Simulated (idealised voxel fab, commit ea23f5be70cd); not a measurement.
The document below concerns the process module designated voxel released beams.
cross-section cut | 180 nm wide | cells 5 nm
A cross-section is written here as square cells arranged in a grid, and it is given in bands from the top down, each band taking up one or more rows of cells. Within each band entry, the heights of the top and of the bottom of the band appear first, in that order and in nm; the materials of the band then follow from left to right, each with its corresponding width in nm. The designation "all across" on a single material indicates that it fills the band from edge to edge; the designation "blank" indicates empty space. Heights are measured from 0, the level below which the as-received wafer is all one material; the lowest band has no bottom and continues downward, written as in "z 0 and below". You'd read "30 to 40" like this: the band's top row of cells is as wide as the first number, its bottom row is as wide as the second, and going down, every row changes width by the same amount as the row before did. "identical to before", as given for a step, is the statement that not any cell of the cross-section underwent a change during that step. "Unvented voids": empty spaces of 8 cells or more with no open way to the top, each given as width x height at distance, distance from the left edge, all in nm. That trailing text on a step's line, after the settings, is the simulator's own remark on the step. The setting "overlay nm" may be written on the line of a step. When the step uses a mask, the value reports how far to the right of the planned place the mask lay, and a negative value reports that it lay to the left.
Process steps foreseen in the plan:
1: RECEIVE, material Si
2: CONFORMAL_DEP, material SiN, thk nm 5
3: DIRECTIONAL_DEP, material SiO2, thk nm 10
4: DIRECTIONAL_DEP, material aC, thk nm 15
5: PATTERN, tone open, mask id ANCHOR, material resist, width nm 40, thk nm 35, overlay nm 0
6: DIRECTIONAL_ETCH, etch materials aC, depth nm 15
7: STRIP, etch materials resist
8: DIRECTIONAL_ETCH, etch materials SiO2, depth nm 10
9: STRIP, etch materials aC
10: CONFORMAL_DEP, material W, thk nm 15
11: DIRECTIONAL_DEP, material aC, thk nm 10
12: PATTERN, tone cover, mask id BEAM, material resist, width nm 100, thk nm 25, overlay nm 0
13: DIRECTIONAL_ETCH, etch materials aC, depth nm 10
14: STRIP, etch materials resist
15: DIRECTIONAL_ETCH, etch materials W, depth nm 15
16: STRIP, etch materials aC
17: STRIP, etch materials SiO2
As-received state of the wafer in cross-section, equivalent to post-step 1:
    z 0 and below: Si all across
    Unvented voids: none
End-of-module cross-section of the first of two wafers, processed as planned:
    z 30 to 20: blank=35 | W=20 | blank=10 | W=70 | blank=45
    z 20 to 15: blank=35 | W=100 | blank=45
    z 15 to 5: blank=40 | W=40 | blank=100
    z 5 to 0: SiN all across
    z 0 and below: Si all across
    Unvented voids: none
End of module, second wafer, cross-section. Started like the first, planned like the first, run with one mistake:
    z 45 to 30: blank=35 | W=100 | blank=45
    z 30 to 15: W all across
    z 15 to 5: SiO2=40 | W=40 | SiO2=100
    z 5 to 0: SiN all across
    z 0 and below: Si all across
    Unvented voids: none
Want to know what went wrong? step 10, plan: ran twice
The closing comparison, in cells, has the second wafer with more or fewer of some materials than the first: 56 more of SiO2, 112 more of W
